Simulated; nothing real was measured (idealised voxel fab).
process module | voxel wiring stack
cross-section cut | 190 nm wide | cells 5 nm
A cross-section is a grid of square cells, given in bands from the top down. A band is one or more rows of cells.
Each band's line starts with the height of the band's top and of its bottom, in nm. Then come its materials from left to right, each with its width in nm. One material with "throughout" fills the band from edge to edge. "air" is empty space.
Height 0 is the level under which the wafer as received is all one material. The lowest band goes on downwards, as in "0 down".
A width such as "30 to 40" changes by the same amount from each row of cells to the next, from the band's top row to its bottom row.
"no change" after a step means that no cell of the cross-section changed.
closed voids: empty space of 8 cells or more with no open way to the top, each as width x height at its distance from the left edge, in nm
after a step's settings: what the simulator itself notes on the step
overlay nm, on a step with a mask: how far to the right of its planned place the mask lay; to the left if negative
plan
1 op RECEIVE | material Si
2 op CONFORMAL_DEP | material SiO2 | thk nm 15
3 op CONFORMAL_DEP | material SiN | thk nm 5
4 op DIRECTIONAL_DEP | material lowk | thk nm 25
5 op PATTERN | tone open | mask id METAL_1 | material resist | width nm 20 | pitch nm 40 | thk nm 15 | overlay nm 0
6 op DIRECTIONAL_ETCH | etch materials lowk | depth nm 25
7 op DIRECTIONAL_ETCH | etch materials SiN | depth nm 5
8 op STRIP | etch materials resist
9 op CONFORMAL_DEP | material TiN | thk nm 5
10 op FILL_DEP | material W | thk nm 10
11 op CMP | height nm 45
12 op EPI | material Ru | thk nm 5
13 op FILL_DEP | material SiCN | thk nm 5
14 op DIRECTIONAL_DEP | material lowk | thk nm 30
15 op DIRECTIONAL_DEP | material aC | thk nm 10
16 op PATTERN | tone open | mask id METAL_2 | material resist | width nm 20 | pitch nm 40 | thk nm 25 | overlay nm 0
17 op DIRECTIONAL_ETCH | etch materials aC | depth nm 10
18 op STRIP | etch materials resist
19 op DIRECTIONAL_ETCH | etch materials lowk | depth nm 20
20 op STRIP | etch materials aC
21 op PATTERN | tone open | mask id METAL_2_HOLES | material resist | width nm 15 | pitch nm 40 | thk nm 20 | overlay nm 0
22 op DIRECTIONAL_ETCH | etch materials lowk | depth nm 10
23 op DIRECTIONAL_ETCH | etch materials SiCN | depth nm 5
24 op STRIP | etch materials resist
25 op CONFORMAL_DEP | material TiN | thk nm 5
26 op FILL_DEP | material Ru | thk nm 5
27 op CMP | height nm 85
28 op CONFORMAL_DEP | material SiCN | thk nm 5
29 op DIRECTIONAL_DEP | material lowk | thk nm 15
30 op DIRECTIONAL_DEP | material aC | thk nm 15
31 op PATTERN | tone open | mask id PLUG_2 | material resist | width nm 15 | thk nm 30 | overlay nm 0
32 op DIRECTIONAL_ETCH | etch materials aC | depth nm 15
33 op STRIP | etch materials resist
34 op DIRECTIONAL_ETCH | etch materials lowk | depth nm 15
35 op DIRECTIONAL_ETCH | etch materials SiCN | depth nm 5
36 op STRIP | etch materials aC
37 op CONFORMAL_DEP | material TiN | thk nm 5
38 op FILL_DEP | material Cu | thk nm 5
39 op CMP | height nm 105
40 op CONFORMAL_DEP | material SiCN | thk nm 5
41 op DIRECTIONAL_DEP | material SiO2 | thk nm 15
42 op PATTERN | tone open | mask id METAL_3 | material resist | width nm 20 | pitch nm 40 | thk nm 20 | overlay nm 0
43 op DIRECTIONAL_ETCH | etch materials SiO2 | depth nm 15
44 op DIRECTIONAL_ETCH | etch materials SiCN | depth nm 5
45 op STRIP | etch materials resist
46 op CONFORMAL_DEP | material TiN | thk nm 5
47 op FILL_DEP | material Cu | thk nm 10
48 op CMP | height nm 125
49 op CONFORMAL_DEP | material SiN | thk nm 5
first wafer, as planned
as received, after step 1
  0 down: Si throughout
  closed voids: none
after step 2
  15 to 0: SiO2 throughout
  below 0: unchanged
after step 3
  20 to 15: SiN throughout
  below 15: unchanged
after step 4
  45 to 20: lowk throughout
  below 20: unchanged
after step 5
  60 to 45: resist 65 | air 20 | resist 20 | air 20 | resist 65
  below 45: unchanged
after step 6
  60 to 45: resist 65 | air 20 | resist 20 | air 20 | resist 65
  45 to 20: lowk 65 | air 20 | lowk 20 | air 20 | lowk 65
  below 20: unchanged
after step 7
  60 to 45: resist 65 | air 20 | resist 20 | air 20 | resist 65
  45 to 20: lowk 65 | air 20 | lowk 20 | air 20 | lowk 65
  20 to 15: SiN 65 | air 20 | SiN 20 | air 20 | SiN 65
  below 15: unchanged
after step 8
  45 to 20: lowk 65 | air 20 | lowk 20 | air 20 | lowk 65
  below 20: unchanged
after step 9
  50 to 45: TiN 70 | air 10 | TiN 30 | air 10 | TiN 70
  45 to 20: lowk 65 | TiN 5 | air 10 | TiN 5 | lowk 20 | TiN 5 | air 10 | TiN 5 | lowk 65
  20 to 15: SiN 65 | TiN 20 | SiN 20 | TiN 20 | SiN 65
  below 15: unchanged
after step 10
  60 to 50: W throughout
  50 to 45: TiN 70 | W 10 | TiN 30 | W 10 | TiN 70
  45 to 20: lowk 65 | TiN 5 | W 10 | TiN 5 | lowk 20 | TiN 5 | W 10 | TiN 5 | lowk 65
  below 20: unchanged
after step 11
  45 to 20: lowk 65 | TiN 5 | W 10 | TiN 5 | lowk 20 | TiN 5 | W 10 | TiN 5 | lowk 65
  below 20: unchanged
after step 12
  50 to 45: air 60 | Ru 30 | air 10 | Ru 30 | air 60
  below 45: unchanged
after step 13
  55 to 50: SiCN throughout
  50 to 45: SiCN 60 | Ru 30 | SiCN 10 | Ru 30 | SiCN 60
  below 45: unchanged
after step 14
  85 to 55: lowk throughout
  below 55: unchanged
after step 15
  95 to 85: aC throughout
  below 85: unchanged
after step 16
  120 to 95: resist 65 | air 20 | resist 20 | air 20 | resist 65
  below 95: unchanged
after step 17
  110 to 95: resist 65 | air 20 | resist 20 | air 20 | resist 65
  95 to 85: aC 65 | air 20 | aC 20 | air 20 | aC 65
  below 85: unchanged
after step 18
  95 to 85: aC 65 | air 20 | aC 20 | air 20 | aC 65
  below 85: unchanged
after step 19
  95 to 85: aC 65 | air 20 | aC 20 | air 20 | aC 65
  85 to 65: lowk 65 | air 20 | lowk 20 | air 20 | lowk 65
  below 65: unchanged
after step 20
  85 to 65: lowk 65 | air 20 | lowk 20 | air 20 | lowk 65
  below 65: unchanged
after step 21
  105 to 85: resist 65 | air 15 | resist 25 | air 15 | resist 70
  85 to 65: lowk 65 | air 15 | resist 5 | lowk 20 | air 15 | resist 5 | lowk 65
  below 65: unchanged
after step 22
  105 to 85: resist 65 | air 15 | resist 25 | air 15 | resist 70
  85 to 65: lowk 65 | air 15 | resist 5 | lowk 20 | air 15 | resist 5 | lowk 65
  65 to 55: lowk 65 | air 15 | lowk 25 | air 15 | lowk 70
  below 55: unchanged
after step 23
  105 to 85: resist 65 | air 15 | resist 25 | air 15 | resist 70
  85 to 65: lowk 65 | air 15 | resist 5 | lowk 20 | air 15 | resist 5 | lowk 65
  65 to 55: lowk 65 | air 15 | lowk 25 | air 15 | lowk 70
  55 to 50: SiCN 65 | air 15 | SiCN 25 | air 15 | SiCN 70
  below 50: unchanged
after step 24
  85 to 65: lowk 65 | air 20 | lowk 20 | air 20 | lowk 65
  below 65: unchanged
after step 25
  90 to 85: TiN 70 | air 10 | TiN 30 | air 10 | TiN 70
  85 to 70: lowk 65 | TiN 5 | air 10 | TiN 5 | lowk 20 | TiN 5 | air 10 | TiN 5 | lowk 65
  70 to 65: lowk 65 | TiN 5 | air 5 | TiN 10 | lowk 20 | TiN 5 | air 5 | TiN 10 | lowk 65
  65 to 55: lowk 65 | TiN 5 | air 5 | TiN 5 | lowk 25 | TiN 5 | air 5 | TiN 5 | lowk 70
  55 to 50: SiCN 65 | TiN 15 | SiCN 25 | TiN 15 | SiCN 70
  below 50: unchanged
after step 26
  95 to 90: Ru throughout
  90 to 85: TiN 70 | Ru 10 | TiN 30 | Ru 10 | TiN 70
  85 to 70: lowk 65 | TiN 5 | Ru 10 | TiN 5 | lowk 20 | TiN 5 | Ru 10 | TiN 5 | lowk 65
  70 to 65: lowk 65 | TiN 5 | Ru 5 | TiN 10 | lowk 20 | TiN 5 | Ru 5 | TiN 10 | lowk 65
  65 to 55: lowk 65 | TiN 5 | Ru 5 | TiN 5 | lowk 25 | TiN 5 | Ru 5 | TiN 5 | lowk 70
  below 55: unchanged
after step 27
  85 to 70: lowk 65 | TiN 5 | Ru 10 | TiN 5 | lowk 20 | TiN 5 | Ru 10 | TiN 5 | lowk 65
  below 70: unchanged
after step 28
  90 to 85: SiCN throughout
  below 85: unchanged
after step 29
  105 to 90: lowk throughout
  below 90: unchanged
after step 30
  120 to 105: aC throughout
  below 105: unchanged
after step 31
  150 to 120: resist 65 | air 15 | resist 110
  below 120: unchanged
after step 32
  135 to 120: resist 65 | air 15 | resist 110
  120 to 105: aC 65 | air 15 | aC 110
  below 105: unchanged
after step 33
  120 to 105: aC 65 | air 15 | aC 110
  below 105: unchanged
after step 34
  120 to 105: aC 65 | air 15 | aC 110
  105 to 90: lowk 65 | air 15 | lowk 110
  below 90: unchanged
after step 35
  120 to 105: aC 65 | air 15 | aC 110
  105 to 90: lowk 65 | air 15 | lowk 110
  90 to 85: SiCN 65 | air 15 | SiCN 110
  below 85: unchanged
after step 36
  105 to 90: lowk 65 | air 15 | lowk 110
  below 90: unchanged
after step 37
  110 to 105: TiN 70 | air 5 | TiN 115
  105 to 90: lowk 65 | TiN 5 | air 5 | TiN 5 | lowk 110
  90 to 85: SiCN 65 | TiN 15 | SiCN 110
  below 85: unchanged
after step 38
  115 to 110: Cu throughout
  110 to 105: TiN 70 | Cu 5 | TiN 115
  105 to 90: lowk 65 | TiN 5 | Cu 5 | TiN 5 | lowk 110
  below 90: unchanged
after step 39
  105 to 90: lowk 65 | TiN 5 | Cu 5 | TiN 5 | lowk 110
  below 90: unchanged
after step 40
  110 to 105: SiCN throughout
  below 105: unchanged
after step 41
  125 to 110: SiO2 throughout
  below 110: unchanged
after step 42
  145 to 125: resist 65 | air 20 | resist 20 | air 20 | resist 65
  below 125: unchanged
after step 43
  145 to 125: resist 65 | air 20 | resist 20 | air 20 | resist 65
  125 to 110: SiO2 65 | air 20 | SiO2 20 | air 20 | SiO2 65
  below 110: unchanged
after step 44
  145 to 125: resist 65 | air 20 | resist 20 | air 20 | resist 65
  125 to 110: SiO2 65 | air 20 | SiO2 20 | air 20 | SiO2 65
  110 to 105: SiCN 65 | air 20 | SiCN 20 | air 20 | SiCN 65
  below 105: unchanged
after step 45
  125 to 110: SiO2 65 | air 20 | SiO2 20 | air 20 | SiO2 65
  below 110: unchanged
after step 46
  130 to 125: TiN 70 | air 10 | TiN 30 | air 10 | TiN 70
  125 to 110: SiO2 65 | TiN 5 | air 10 | TiN 5 | SiO2 20 | TiN 5 | air 10 | TiN 5 | SiO2 65
  110 to 105: SiCN 65 | TiN 20 | SiCN 20 | TiN 20 | SiCN 65
  below 105: unchanged
after step 47
  140 to 130: Cu throughout
  130 to 125: TiN 70 | Cu 10 | TiN 30 | Cu 10 | TiN 70
  125 to 110: SiO2 65 | TiN 5 | Cu 10 | TiN 5 | SiO2 20 | TiN 5 | Cu 10 | TiN 5 | SiO2 65
  below 110: unchanged
after step 48
  125 to 110: SiO2 65 | TiN 5 | Cu 10 | TiN 5 | SiO2 20 | TiN 5 | Cu 10 | TiN 5 | SiO2 65
  below 110: unchanged
after step 49
  130 to 125: SiN throughout
  below 125: unchanged
second wafer: like start, like plan, one mistake. Through step 30 it matches the first wafer
when step 31 should have ended
  150 to 120: resist 60 | air 25 | resist 105
  below 120: unchanged
when step 32 should have ended
  135 to 120: resist 60 | air 25 | resist 105
  120 to 105: aC 60 | air 25 | aC 105
  below 105: unchanged
when step 33 should have ended
  120 to 105: aC 60 | air 25 | aC 105
  below 105: unchanged
when step 34 should have ended
  120 to 105: aC 60 | air 25 | aC 105
  105 to 90: lowk 60 | air 25 | lowk 105
  below 90: unchanged
when step 35 should have ended
  120 to 105: aC 60 | air 25 | aC 105
  105 to 90: lowk 60 | air 25 | lowk 105
  90 to 85: SiCN 60 | air 25 | SiCN 105
  below 85: unchanged
when step 36 should have ended
  105 to 90: lowk 60 | air 25 | lowk 105
  below 90: unchanged
when step 37 should have ended
  110 to 105: TiN 65 | air 15 | TiN 110
  105 to 90: lowk 60 | TiN 5 | air 15 | TiN 5 | lowk 105
  90 to 85: SiCN 60 | TiN 25 | SiCN 105
  below 85: unchanged
when step 38 should have ended
  115 to 110: Cu throughout
  110 to 105: TiN 65 | Cu 15 | TiN 110
  105 to 90: lowk 60 | TiN 5 | Cu 15 | TiN 5 | lowk 105
  below 90: unchanged
when step 39 should have ended
  105 to 90: lowk 60 | TiN 5 | Cu 15 | TiN 5 | lowk 105
  below 90: unchanged
when step 40 should have ended
  110 to 105: SiCN throughout
  below 105: unchanged
when step 41 should have ended
  125 to 110: SiO2 throughout
  below 110: unchanged
when step 42 should have ended
  145 to 125: resist 65 | air 20 | resist 20 | air 20 | resist 65
  below 125: unchanged
when step 43 should have ended
  145 to 125: resist 65 | air 20 | resist 20 | air 20 | resist 65
  125 to 110: SiO2 65 | air 20 | SiO2 20 | air 20 | SiO2 65
  below 110: unchanged
when step 44 should have ended
  145 to 125: resist 65 | air 20 | resist 20 | air 20 | resist 65
  125 to 110: SiO2 65 | air 20 | SiO2 20 | air 20 | SiO2 65
  110 to 105: SiCN 65 | air 20 | SiCN 20 | air 20 | SiCN 65
  below 105: unchanged
when step 45 should have ended
  125 to 110: SiO2 65 | air 20 | SiO2 20 | air 20 | SiO2 65
  below 110: unchanged
when step 46 should have ended
  130 to 125: TiN 70 | air 10 | TiN 30 | air 10 | TiN 70
  125 to 110: SiO2 65 | TiN 5 | air 10 | TiN 5 | SiO2 20 | TiN 5 | air 10 | TiN 5 | SiO2 65
  110 to 105: SiCN 65 | TiN 20 | SiCN 20 | TiN 20 | SiCN 65
  below 105: unchanged
when step 47 should have ended
  140 to 130: Cu throughout
  130 to 125: TiN 70 | Cu 10 | TiN 30 | Cu 10 | TiN 70
  125 to 110: SiO2 65 | TiN 5 | Cu 10 | TiN 5 | SiO2 20 | TiN 5 | Cu 10 | TiN 5 | SiO2 65
  below 110: unchanged
when step 48 should have ended
  125 to 110: SiO2 65 | TiN 5 | Cu 10 | TiN 5 | SiO2 20 | TiN 5 | Cu 10 | TiN 5 | SiO2 65
  below 110: unchanged
when step 49 should have ended
  130 to 125: SiN throughout
  below 125: unchanged
what went wrong: step 31 ran as: op PATTERN | tone open | mask id PLUG_2 | material resist | width nm 25 | thk nm 30 | overlay nm 0
at the end the second wafer has, in cells: 6 more of Cu | 2 fewer of SiCN | 2 more of TiN | 6 fewer of lowk
